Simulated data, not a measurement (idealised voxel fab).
Herein follows the process module entitled voxel capacitor over wiring.
Shown is cross-section cut, with a width of 225 nm and square cells of size 5 nm.
For the purposes of this document, a cross-section shall be understood as a grid of square cells, specified as bands listed in top-to-bottom order, each band consisting of one or more rows of cells.
In this notation a band is specified by the heights of its top and bottom, in that order and in nm, after which its materials appear from left to right, each paired with its width in nm. The word "everywhere" attached to a single material means that material fills the band from edge to edge; the word "empty" stands for empty space.
Counting heights begins at 0, where everything beneath is, in the wafer as received, one material. The lowest band has no bottom; it goes on downwards, as "0 nm and below" shows.
A width given as "30..40" starts at the first number in the band's top row and ends at the second number in its bottom row, shifting by an equal amount at every step from row to row.
What does "left unchanged" mean for a step? It means no cell of the cross-section changed in that step.
Basically, "Non-vented voids" tells you about the enclosed voids: empty spaces with no open way to the top, 8 cells or bigger, each written width x height at distance, where distance is from the left edge, all in nm.
Step line, after settings: the simulator's comment on this step.
overlay nm: for a step with a mask, the amount by which the mask lay right of where it was planned; a negative amount means left of it.
STEPS PLANNED FOR THE PROCESS
1 RECEIVE, material Si
2 CONFORMAL_DEP, material SiO2, thk nm 15
3 DIRECTIONAL_DEP, material TiN, thk nm 5
4 DIRECTIONAL_DEP, material W, thk nm 15
5 MASKED_ETCH, tone cover, mask id METAL_1, width nm 25, pitch nm 95, etch materials W, depth nm 15, overlay nm 0
6 MASKED_ETCH, tone cover, mask id METAL_1, width nm 25, pitch nm 95, etch materials TiN, depth nm 5, overlay nm 0
7 CONFORMAL_DEP, material SiCN, thk nm 5
8 FILL_DEP, material lowk, thk nm 5
9 CMP, height nm 35
10 CONFORMAL_DEP, material SiCN, thk nm 5
11 DIRECTIONAL_DEP, material lowk, thk nm 15
12 PATTERN, tone open, mask id PLUG_1, material resist, width nm 15, thk nm 20, overlay nm 0
13 DIRECTIONAL_ETCH, etch materials lowk, depth nm 15
14 DIRECTIONAL_ETCH, etch materials SiCN, depth nm 5
15 STRIP, etch materials resist
16 CONFORMAL_DEP, material TiN, thk nm 5
17 FILL_DEP, material Ru, thk nm 10
18 CMP, height nm 55
19 DIRECTIONAL_DEP, material TiN, thk nm 5
20 DIRECTIONAL_DEP, material SiN, thk nm 5
21 DIRECTIONAL_DEP, material TiN, thk nm 5
22 PATTERN, tone cover, mask id UPPER_PLATE, material resist, width nm 75, thk nm 15, overlay nm 0
23 DIRECTIONAL_ETCH, etch materials TiN, depth nm 5
24 DIRECTIONAL_ETCH, etch materials SiN, depth nm 5
25 STRIP, etch materials resist
26 MASKED_ETCH, tone cover, mask id LOWER_PLATE, width nm 85, etch materials TiN, depth nm 5, overlay nm 0
27 FILL_DEP, material SiO2, thk nm 20
28 CMP, height nm 85
29 MASKED_ETCH, tone open, mask id PLUG_2, width nm 15, etch materials SiO2, depth nm 15, overlay nm 0
30 CONFORMAL_DEP, material TiN, thk nm 5
31 FILL_DEP, material Ru, thk nm 10
32 CMP, height nm 85
33 CONFORMAL_DEP, material SiN, thk nm 5
THIS IS THE CROSS-SECTION OF THE WAFER AS WE RECEIVED IT, I.E. AFTER STEP 1
    0 nm and below = Si everywhere
    Non-vented voids: none
WHAT THE WAFER LOOKS LIKE IN CROSS-SECTION AFTER THIS MODULE, WHEN IT STARTS AS SHOWN ABOVE AND FOLLOWS THE PLAN ABOVE BUT ONE MISTAKE IS MADE IN RUNNING IT
    90 nm to 85 nm = SiN everywhere
    85 nm to 75 nm = SiO2 70 nm, TiN 5 nm, Ru 5 nm, TiN 5 nm, SiO2 140 nm
    75 nm to 65 nm = SiO2 70..60 nm, TiN 15..75 nm, SiO2 140..90 nm
    65 nm to 60 nm = SiO2 60 nm, SiN 75 nm, SiO2 90 nm
    60 nm to 55 nm = SiO2 55 nm, TiN 85 nm, SiO2 85 nm
    55 nm to 40 nm = lowk 60 nm, TiN 5 nm, Ru 5 nm, TiN 5 nm, lowk 150 nm
    40 nm to 35 nm = SiCN 60 nm, TiN 15 nm, SiCN 150 nm
    35 nm to 25 nm = lowk 45 nm, SiCN 5 nm, W 25 nm, SiCN 5 nm, lowk 60 nm, SiCN 5 nm, W 25 nm, SiCN 5 nm, lowk 50 nm
    25 nm to 20 nm = SiCN 50 nm, W 25 nm, SiCN 70 nm, W 25 nm, SiCN 55 nm
    20 nm to 0 nm = SiO2 everywhere
    0 nm and below = Si everywhere
    Non-vented voids: none
What went wrong in running the wafer? step 3 off recipe, ran as DIRECTIONAL_DEP, material SiO2, thk nm 5
